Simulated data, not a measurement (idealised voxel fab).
The document below concerns the process module designated voxel self aligned contacts.
Cross-section cut: width 240 nm, square cells of 5 nm.
If you're reading a cross-section in this doc, picture square cells in a grid; it comes to you as bands, top ones listed first down to the bottom, and a band can be one or more rows of cells.
In this notation a band is specified by the heights of its top and bottom, in that order and in nm, after which its materials appear from left to right, each paired with its width in nm. The word "everywhere" attached to a single material means that material fills the band from edge to edge; the word "blank" stands for empty space.
Counting heights begins at 0, where everything beneath is, in the wafer as received, one material. The lowest band has no bottom; it goes on downwards, as "0 nm and below" shows.
It should be noted that a width expressed as "30 to 40" varies in equal increments from row to row of cells within the band, taking the value of the first number at the top row and that of the second number at the bottom row.
"changes: none" (step): cross-section cells unchanged, all of them.
"Trapped void list": sealed empty spaces, 8 cells or more, no open way to top, listed width x height at distance, with distance from the left edge and width, height and distance in nm.
Step line, after settings: the simulator's comment on this step.
overlay nm: on a step with a mask, how far right of its planned place the mask lay; negative means left.
### The planned process steps are enumerated hereunder
1,RECEIVE,material Si
2,OXIDIZE,depth nm 5
3,DIRECTIONAL_DEP,material polySi,thk nm 25
4,DIRECTIONAL_DEP,material SiN,thk nm 20
5,DIRECTIONAL_DEP,material aC,thk nm 15
6,PATTERN,tone cover,mask id GATE,material resist,width nm 25,pitch nm 55,thk nm 30,overlay nm 0
7,DIRECTIONAL_ETCH,etch materials aC,depth nm 15
8,STRIP,etch materials resist
9,DIRECTIONAL_ETCH,etch materials SiN,depth nm 20
10,DIRECTIONAL_ETCH,etch materials polySi,depth nm 25
11,STRIP,etch materials aC
12,CONFORMAL_DEP,material SiN,thk nm 5
13,DIRECTIONAL_ETCH,etch materials SiN,depth nm 5
14,FILL_DEP,material SiO2,thk nm 20
15,CMP,height nm 55
16,PATTERN,tone open,mask id CONTACT,material resist,width nm 40,pitch nm 55,thk nm 20,overlay nm 0
17,DIRECTIONAL_ETCH,etch materials SiO2,depth nm 60
18,STRIP,etch materials resist
19,CONFORMAL_DEP,material TiN,thk nm 5
20,FILL_DEP,material W,thk nm 5
21,CMP,height nm 55
22,CONFORMAL_DEP,material SiCN,thk nm 5
### Concerning the first of two wafers, which was run in accordance with the plan
### As-received wafer cross-section (after step 1)
	0 nm and below | Si everywhere
	Trapped void list: none
### after step 2
	0 nm to -5 nm | SiO2 everywhere
	Under -5: no change, same as before.
### after step 3
	25 nm to 0 nm | polySi everywhere
	Under 0: no change, same as before.
### after step 4
	45 nm to 25 nm | SiN everywhere
	Under 25: no change, same as before.
### after step 5
	60 nm to 45 nm | aC everywhere
	Under 45: no change, same as before.
### after step 6
	90 nm to 60 nm | blank 50 nm / resist 25 nm / blank 30 nm / resist 25 nm / blank 30 nm / resist 25 nm / blank 55 nm
	Under 60: no change, same as before.
### after step 7
	75 nm to 60 nm | blank 50 nm / resist 25 nm / blank 30 nm / resist 25 nm / blank 30 nm / resist 25 nm / blank 55 nm
	60 nm to 45 nm | blank 50 nm / aC 25 nm / blank 30 nm / aC 25 nm / blank 30 nm / aC 25 nm / blank 55 nm
	Under 45: no change, same as before.
### after step 8
	60 nm to 45 nm | blank 50 nm / aC 25 nm / blank 30 nm / aC 25 nm / blank 30 nm / aC 25 nm / blank 55 nm
	Under 45: no change, same as before.
### after step 9
	60 nm to 45 nm | blank 50 nm / aC 25 nm / blank 30 nm / aC 25 nm / blank 30 nm / aC 25 nm / blank 55 nm
	45 nm to 25 nm | blank 50 nm / SiN 25 nm / blank 30 nm / SiN 25 nm / blank 30 nm / SiN 25 nm / blank 55 nm
	Under 25: no change, same as before.
### after step 10
	60 nm to 45 nm | blank 50 nm / aC 25 nm / blank 30 nm / aC 25 nm / blank 30 nm / aC 25 nm / blank 55 nm
	45 nm to 25 nm | blank 50 nm / SiN 25 nm / blank 30 nm / SiN 25 nm / blank 30 nm / SiN 25 nm / blank 55 nm
	25 nm to 0 nm | blank 50 nm / polySi 25 nm / blank 30 nm / polySi 25 nm / blank 30 nm / polySi 25 nm / blank 55 nm
	Under 0: no change, same as before.
### after step 11
	45 nm to 25 nm | blank 50 nm / SiN 25 nm / blank 30 nm / SiN 25 nm / blank 30 nm / SiN 25 nm / blank 55 nm
	Under 25: no change, same as before.
### after step 12
	50 nm to 25 nm | blank 45 nm / SiN 35 nm / blank 20 nm / SiN 35 nm / blank 20 nm / SiN 35 nm / blank 50 nm
	25 nm to 5 nm | blank 45 nm / SiN 5 nm / polySi 25 nm / SiN 5 nm / blank 20 nm / SiN 5 nm / polySi 25 nm / SiN 5 nm / blank 20 nm / SiN 5 nm / polySi 25 nm / SiN 5 nm / blank 50 nm
	5 nm to 0 nm | SiN 50 nm / polySi 25 nm / SiN 30 nm / polySi 25 nm / SiN 30 nm / polySi 25 nm / SiN 55 nm
	Under 0: no change, same as before.
### after step 13
	45 nm to 25 nm | blank 45 nm / SiN 35 nm / blank 20 nm / SiN 35 nm / blank 20 nm / SiN 35 nm / blank 50 nm
	25 nm to 0 nm | blank 45 nm / SiN 5 nm / polySi 25 nm / SiN 5 nm / blank 20 nm / SiN 5 nm / polySi 25 nm / SiN 5 nm / blank 20 nm / SiN 5 nm / polySi 25 nm / SiN 5 nm / blank 50 nm
	Under 0: no change, same as before.
### after step 14
	65 nm to 45 nm | SiO2 everywhere
	45 nm to 25 nm | SiO2 45 nm / SiN 35 nm / SiO2 20 nm / SiN 35 nm / SiO2 20 nm / SiN 35 nm / SiO2 50 nm
	25 nm to 0 nm | SiO2 45 nm / SiN 5 nm / polySi 25 nm / SiN 5 nm / SiO2 20 nm / SiN 5 nm / polySi 25 nm / SiN 5 nm / SiO2 20 nm / SiN 5 nm / polySi 25 nm / SiN 5 nm / SiO2 50 nm
	Under 0: no change, same as before.
### after step 15
	55 nm to 45 nm | SiO2 everywhere
	Under 45: no change, same as before.
### after step 16
	75 nm to 55 nm | resist 70 nm / blank 40 nm / resist 15 nm / blank 40 nm / resist 75 nm
	Under 55: no change, same as before.
### after step 17
	75 nm to 55 nm | resist 70 nm / blank 40 nm / resist 15 nm / blank 40 nm / resist 75 nm
	55 nm to 45 nm | SiO2 70 nm / blank 40 nm / SiO2 15 nm / blank 40 nm / SiO2 75 nm
	45 nm to 25 nm | SiO2 45 nm / SiN 35 nm / blank 20 nm / SiN 35 nm / blank 20 nm / SiN 35 nm / SiO2 50 nm
	25 nm to 0 nm | SiO2 45 nm / SiN 5 nm / polySi 25 nm / SiN 5 nm / blank 20 nm / SiN 5 nm / polySi 25 nm / SiN 5 nm / blank 20 nm / SiN 5 nm / polySi 25 nm / SiN 5 nm / SiO2 50 nm
	0 nm to -5 nm | SiO2 80 nm / blank 20 nm / SiO2 35 nm / blank 20 nm / SiO2 85 nm
	Under -5: no change, same as before.
### after step 18
	55 nm to 45 nm | SiO2 70 nm / blank 40 nm / SiO2 15 nm / blank 40 nm / SiO2 75 nm
	Under 45: no change, same as before.
### after step 19
	60 nm to 55 nm | TiN 75 nm / blank 30 nm / TiN 25 nm / blank 30 nm / TiN 80 nm
	55 nm to 45 nm | SiO2 70 nm / TiN 5 to 15 nm / blank 30 to 10 nm / TiN 5 to 15 nm / SiO2 15 nm / TiN 5 to 15 nm / blank 30 to 10 nm / TiN 5 to 15 nm / SiO2 75 nm
	45 nm to 25 nm | SiO2 45 nm / SiN 35 nm / TiN 5 nm / blank 10 nm / TiN 5 nm / SiN 35 nm / TiN 5 nm / blank 10 nm / TiN 5 nm / SiN 35 nm / SiO2 50 nm
	25 nm to 0 nm | SiO2 45 nm / SiN 5 nm / polySi 25 nm / SiN 5 nm / TiN 5 nm / blank 10 nm / TiN 5 nm / SiN 5 nm / polySi 25 nm / SiN 5 nm / TiN 5 nm / blank 10 nm / TiN 5 nm / SiN 5 nm / polySi 25 nm / SiN 5 nm / SiO2 50 nm
	0 nm to -5 nm | SiO2 80 nm / TiN 20 nm / SiO2 35 nm / TiN 20 nm / SiO2 85 nm
	Under -5: no change, same as before.
### after step 20
	65 nm to 60 nm | W everywhere
	60 nm to 55 nm | TiN 75 nm / W 30 nm / TiN 25 nm / W 30 nm / TiN 80 nm
	55 nm to 45 nm | SiO2 70 nm / TiN 5 to 15 nm / W 30 to 10 nm / TiN 5 to 15 nm / SiO2 15 nm / TiN 5 to 15 nm / W 30 to 10 nm / TiN 5 to 15 nm / SiO2 75 nm
	45 nm to 25 nm | SiO2 45 nm / SiN 35 nm / TiN 5 nm / W 10 nm / TiN 5 nm / SiN 35 nm / TiN 5 nm / W 10 nm / TiN 5 nm / SiN 35 nm / SiO2 50 nm
	25 nm to 0 nm | SiO2 45 nm / SiN 5 nm / polySi 25 nm / SiN 5 nm / TiN 5 nm / W 10 nm / TiN 5 nm / SiN 5 nm / polySi 25 nm / SiN 5 nm / TiN 5 nm / W 10 nm / TiN 5 nm / SiN 5 nm / polySi 25 nm / SiN 5 nm / SiO2 50 nm
	Under 0: no change, same as before.
### after step 21
	55 nm to 45 nm | SiO2 70 nm / TiN 5 to 15 nm / W 30 to 10 nm / TiN 5 to 15 nm / SiO2 15 nm / TiN 5 to 15 nm / W 30 to 10 nm / TiN 5 to 15 nm / SiO2 75 nm
	Under 45: no change, same as before.
### after step 22
	60 nm to 55 nm | SiCN everywhere
	Under 55: no change, same as before.
### Second Wafer (Identical Start and Plan, One Processing Error; Matches First Wafer Through Step 11)
### Cross-section of the second wafer when, according to plan, step 12 should have finished
	40 nm to 25 nm | blank 50 nm / SiN 25 nm / blank 30 nm / SiN 25 nm / blank 30 nm / SiN 25 nm / blank 55 nm
	Under 25: no change, same as before.
### Cross-section of the second wafer when, according to plan, step 13 should have finished
	45 nm to 25 nm | blank 45 nm / SiN 35 nm / blank 20 nm / SiN 35 nm / blank 20 nm / SiN 35 nm / blank 50 nm
	25 nm to 5 nm | blank 45 nm / SiN 5 nm / polySi 25 nm / SiN 5 nm / blank 20 nm / SiN 5 nm / polySi 25 nm / SiN 5 nm / blank 20 nm / SiN 5 nm / polySi 25 nm / SiN 5 nm / blank 50 nm
	5 nm to 0 nm | SiN 50 nm / polySi 25 nm / SiN 30 nm / polySi 25 nm / SiN 30 nm / polySi 25 nm / SiN 55 nm
	Under 0: no change, same as before.
### Cross-section of the second wafer when, according to plan, step 14 should have finished
	65 nm to 45 nm | SiO2 everywhere
	45 nm to 25 nm | SiO2 45 nm / SiN 35 nm / SiO2 20 nm / SiN 35 nm / SiO2 20 nm / SiN 35 nm / SiO2 50 nm
	25 nm to 5 nm | SiO2 45 nm / SiN 5 nm / polySi 25 nm / SiN 5 nm / SiO2 20 nm / SiN 5 nm / polySi 25 nm / SiN 5 nm / SiO2 20 nm / SiN 5 nm / polySi 25 nm / SiN 5 nm / SiO2 50 nm
	Under 5: no change, same as before.
### Cross-section of the second wafer when, according to plan, step 15 should have finished
	55 nm to 45 nm | SiO2 everywhere
	Under 45: no change, same as before.
### Cross-section of the second wafer when, according to plan, step 16 should have finished
	75 nm to 55 nm | resist 70 nm / blank 40 nm / resist 15 nm / blank 40 nm / resist 75 nm
	Under 55: no change, same as before.
### Cross-section of the second wafer when, according to plan, step 17 should have finished
	75 nm to 55 nm | resist 70 nm / blank 40 nm / resist 15 nm / blank 40 nm / resist 75 nm
	55 nm to 45 nm | SiO2 70 nm / blank 40 nm / SiO2 15 nm / blank 40 nm / SiO2 75 nm
	45 nm to 25 nm | SiO2 45 nm / SiN 35 nm / blank 20 nm / SiN 35 nm / blank 20 nm / SiN 35 nm / SiO2 50 nm
	25 nm to 5 nm | SiO2 45 nm / SiN 5 nm / polySi 25 nm / SiN 5 nm / blank 20 nm / SiN 5 nm / polySi 25 nm / SiN 5 nm / blank 20 nm / SiN 5 nm / polySi 25 nm / SiN 5 nm / SiO2 50 nm
	Under 5: no change, same as before.
### Cross-section of the second wafer when, according to plan, step 18 should have finished
	55 nm to 45 nm | SiO2 70 nm / blank 40 nm / SiO2 15 nm / blank 40 nm / SiO2 75 nm
	Under 45: no change, same as before.
### Cross-section of the second wafer when, according to plan, step 19 should have finished
	60 nm to 55 nm | TiN 75 nm / blank 30 nm / TiN 25 nm / blank 30 nm / TiN 80 nm
	55 nm to 45 nm | SiO2 70 nm / TiN 5 to 15 nm / blank 30 to 10 nm / TiN 5 to 15 nm / SiO2 15 nm / TiN 5 to 15 nm / blank 30 to 10 nm / TiN 5 to 15 nm / SiO2 75 nm
	45 nm to 25 nm | SiO2 45 nm / SiN 35 nm / TiN 5 nm / blank 10 nm / TiN 5 nm / SiN 35 nm / TiN 5 nm / blank 10 nm / TiN 5 nm / SiN 35 nm / SiO2 50 nm
	25 nm to 10 nm | SiO2 45 nm / SiN 5 nm / polySi 25 nm / SiN 5 nm / TiN 5 nm / blank 10 nm / TiN 5 nm / SiN 5 nm / polySi 25 nm / SiN 5 nm / TiN 5 nm / blank 10 nm / TiN 5 nm / SiN 5 nm / polySi 25 nm / SiN 5 nm / SiO2 50 nm
	10 nm to 5 nm | SiO2 45 nm / SiN 5 nm / polySi 25 nm / SiN 5 nm / TiN 20 nm / SiN 5 nm / polySi 25 nm / SiN 5 nm / TiN 20 nm / SiN 5 nm / polySi 25 nm / SiN 5 nm / SiO2 50 nm
	Under 5: no change, same as before.
### Cross-section of the second wafer when, according to plan, step 20 should have finished
	65 nm to 60 nm | W everywhere
	60 nm to 55 nm | TiN 75 nm / W 30 nm / TiN 25 nm / W 30 nm / TiN 80 nm
	55 nm to 45 nm | SiO2 70 nm / TiN 5 to 15 nm / W 30 to 10 nm / TiN 5 to 15 nm / SiO2 15 nm / TiN 5 to 15 nm / W 30 to 10 nm / TiN 5 to 15 nm / SiO2 75 nm
	45 nm to 25 nm | SiO2 45 nm / SiN 35 nm / TiN 5 nm / W 10 nm / TiN 5 nm / SiN 35 nm / TiN 5 nm / W 10 nm / TiN 5 nm / SiN 35 nm / SiO2 50 nm
	25 nm to 10 nm | SiO2 45 nm / SiN 5 nm / polySi 25 nm / SiN 5 nm / TiN 5 nm / W 10 nm / TiN 5 nm / SiN 5 nm / polySi 25 nm / SiN 5 nm / TiN 5 nm / W 10 nm / TiN 5 nm / SiN 5 nm / polySi 25 nm / SiN 5 nm / SiO2 50 nm
	Under 10: no change, same as before.
### Cross-section of the second wafer when, according to plan, step 21 should have finished
	55 nm to 45 nm | SiO2 70 nm / TiN 5 to 15 nm / W 30 to 10 nm / TiN 5 to 15 nm / SiO2 15 nm / TiN 5 to 15 nm / W 30 to 10 nm / TiN 5 to 15 nm / SiO2 75 nm
	Under 45: no change, same as before.
### Cross-section of the second wafer when, according to plan, step 22 should have finished
	60 nm to 55 nm | SiCN everywhere
	Under 55: no change, same as before.
The mistake made against the process plan was this: order of steps 12 and 13 inverted relative to the plan
The second wafer ends with more or fewer cells of some materials than the first, per final count: SiN +27; SiO2 -11; TiN -8; W -8
